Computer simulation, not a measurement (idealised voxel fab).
The following is a process module called voxel tone inversion.
Cross-section cut: width 190 nm, square cells of 5 nm.
Cross-sections here: square-cell grids, written as top-down lists of bands, a band being one or more rows of cells.
Read a band's entry like this: the first values are the height of its top and the height of its bottom in nm, and what follows is the sequence of materials from left to right, each with its width in nm. Note that "empty" is empty space, and that a single material marked "everywhere" reaches across the band from edge to edge.
Height datum 0, below which the as-received substrate wafer is one material. Lowest band open at the bottom, running downward: "from 0 down".
Per-row width for "30..40": begins at first number (top row of band), ends at second number (bottom row), increment between rows held constant.
"changes: none" (step): cross-section cells unchanged, all of them.
"Sealed internal voids" specifies each empty space that is not open to the top and that occupies no fewer than 8 cells, using the form width x height at distance, the distance measured from the left edge and all three quantities in nm.
Post-settings text on a step line: simulator's own remark regarding the step.
overlay nm: mask offset rightward from planned place, masked step; negative means leftward offset.
### These are the steps we planned for the process
| 1 | RECEIVE [material Si] |
| 2 | CONFORMAL_DEP [material SiN] [thk nm 10] |
| 3 | DIRECTIONAL_DEP [material polySi] [thk nm 25] |
| 4 | PATTERN [tone cover] [mask id POSTS] [material resist] [width nm 15] [pitch nm 30] [thk nm 30] [overlay nm 0] |
| 5 | DIRECTIONAL_ETCH [etch materials polySi] [depth nm 25] |
| 6 | STRIP [etch materials resist] |
| 7 | FILL_DEP [material SiO2] [thk nm 10] |
| 8 | CMP [height nm 35] |
| 9 | STRIP [etch materials polySi] |
| 10 | CONFORMAL_DEP [material TiN] [thk nm 5] |
| 11 | FILL_DEP [material W] [thk nm 5] |
| 12 | CMP [height nm 35] |
| 13 | CONFORMAL_DEP [material SiN] [thk nm 5] |
### First wafer, two in total, run as planned
### Cross-section, incoming material, after step 1
	from 0 down = Si everywhere
	Sealed internal voids: none
### Once step 2 is through, the wafer looks like this in cross-section
	from 10 to 0 = SiN everywhere
	Everything below 0 is unchanged.
### Once step 3 is through, the wafer looks like this in cross-section
	from 35 to 10 = polySi everywhere
	Everything below 10 is unchanged.
### Once step 4 is through, the wafer looks like this in cross-section
	from 65 to 35 = empty (55) / resist (15) / empty (15) / resist (15) / empty (15) / resist (15) / empty (60)
	Everything below 35 is unchanged.
### Once step 5 is through, the wafer looks like this in cross-section
	from 65 to 35 = empty (55) / resist (15) / empty (15) / resist (15) / empty (15) / resist (15) / empty (60)
	from 35 to 10 = empty (55) / polySi (15) / empty (15) / polySi (15) / empty (15) / polySi (15) / empty (60)
	Everything below 10 is unchanged.
### Once step 6 is through, the wafer looks like this in cross-section
	from 35 to 10 = empty (55) / polySi (15) / empty (15) / polySi (15) / empty (15) / polySi (15) / empty (60)
	Everything below 10 is unchanged.
### Once step 7 is through, the wafer looks like this in cross-section
	from 45 to 35 = SiO2 everywhere
	from 35 to 10 = SiO2 (55) / polySi (15) / SiO2 (15) / polySi (15) / SiO2 (15) / polySi (15) / SiO2 (60)
	Everything below 10 is unchanged.
### Once step 8 is through, the wafer looks like this in cross-section
	from 35 to 10 = SiO2 (55) / polySi (15) / SiO2 (15) / polySi (15) / SiO2 (15) / polySi (15) / SiO2 (60)
	Everything below 10 is unchanged.
### Once step 9 is through, the wafer looks like this in cross-section
	from 35 to 10 = SiO2 (55) / empty (15) / SiO2 (15) / empty (15) / SiO2 (15) / empty (15) / SiO2 (60)
	Everything below 10 is unchanged.
### Once step 10 is through, the wafer looks like this in cross-section
	from 40 to 35 = TiN (60) / empty (5) / TiN (25) / empty (5) / TiN (25) / empty (5) / TiN (65)
	from 35 to 15 = SiO2 (55) / TiN (5) / empty (5) / TiN (5) / SiO2 (15) / TiN (5) / empty (5) / TiN (5) / SiO2 (15) / TiN (5) / empty (5) / TiN (5) / SiO2 (60)
	from 15 to 10 = SiO2 (55) / TiN (15) / SiO2 (15) / TiN (15) / SiO2 (15) / TiN (15) / SiO2 (60)
	Everything below 10 is unchanged.
### Once step 11 is through, the wafer looks like this in cross-section
	from 45 to 40 = W everywhere
	from 40 to 35 = TiN (60) / W (5) / TiN (25) / W (5) / TiN (25) / W (5) / TiN (65)
	from 35 to 15 = SiO2 (55) / TiN (5) / W (5) / TiN (5) / SiO2 (15) / TiN (5) / W (5) / TiN (5) / SiO2 (15) / TiN (5) / W (5) / TiN (5) / SiO2 (60)
	Everything below 15 is unchanged.
### Once step 12 is through, the wafer looks like this in cross-section
	from 35 to 15 = SiO2 (55) / TiN (5) / W (5) / TiN (5) / SiO2 (15) / TiN (5) / W (5) / TiN (5) / SiO2 (15) / TiN (5) / W (5) / TiN (5) / SiO2 (60)
	Everything below 15 is unchanged.
### Once step 13 is through, the wafer looks like this in cross-section
	from 40 to 35 = SiN everywhere
	Everything below 35 is unchanged.
### Wafer two of two - same starting point, same process plan, one mistake in execution; matches wafer one up to and including step 1
Cross-section, second wafer, at the end time the plan gives for step 2: changes: none
### Cross-section, second wafer, at the end time the plan gives for step 3
	from 25 to 0 = polySi everywhere
	Everything below 0 is unchanged.
### Cross-section, second wafer, at the end time the plan gives for step 4
	from 55 to 25 = empty (55) / resist (15) / empty (15) / resist (15) / empty (15) / resist (15) / empty (60)
	Everything below 25 is unchanged.
### Cross-section, second wafer, at the end time the plan gives for step 5
	from 55 to 25 = empty (55) / resist (15) / empty (15) / resist (15) / empty (15) / resist (15) / empty (60)
	from 25 to 0 = empty (55) / polySi (15) / empty (15) / polySi (15) / empty (15) / polySi (15) / empty (60)
	Everything below 0 is unchanged.
### Cross-section, second wafer, at the end time the plan gives for step 6
	from 25 to 0 = empty (55) / polySi (15) / empty (15) / polySi (15) / empty (15) / polySi (15) / empty (60)
	Everything below 0 is unchanged.
### Cross-section, second wafer, at the end time the plan gives for step 7
	from 35 to 25 = SiO2 everywhere
	from 25 to 0 = SiO2 (55) / polySi (15) / SiO2 (15) / polySi (15) / SiO2 (15) / polySi (15) / SiO2 (60)
	Everything below 0 is unchanged.
Cross-section, second wafer, at the end time the plan gives for step 8: changes: none
Cross-section, second wafer, at the end time the plan gives for step 9: changes: none
### Cross-section, second wafer, at the end time the plan gives for step 10
	from 40 to 35 = TiN everywhere
	Everything below 35 is unchanged.
### Cross-section, second wafer, at the end time the plan gives for step 11
	from 45 to 40 = W everywhere
	Everything below 40 is unchanged.
### Cross-section, second wafer, at the end time the plan gives for step 12
	from 35 to 25 = SiO2 everywhere
	Everything below 25 is unchanged.
### Cross-section, second wafer, at the end time the plan gives for step 13
	from 40 to 35 = SiN everywhere
	Everything below 35 is unchanged.
So what did we get wrong on this run? the plan's step 2 was left out and never carried out
At the finish, the second wafer shows more or fewer cells for some materials than the first does: SiN -76, SiO2 +76, TiN -33, W -12, polySi +45
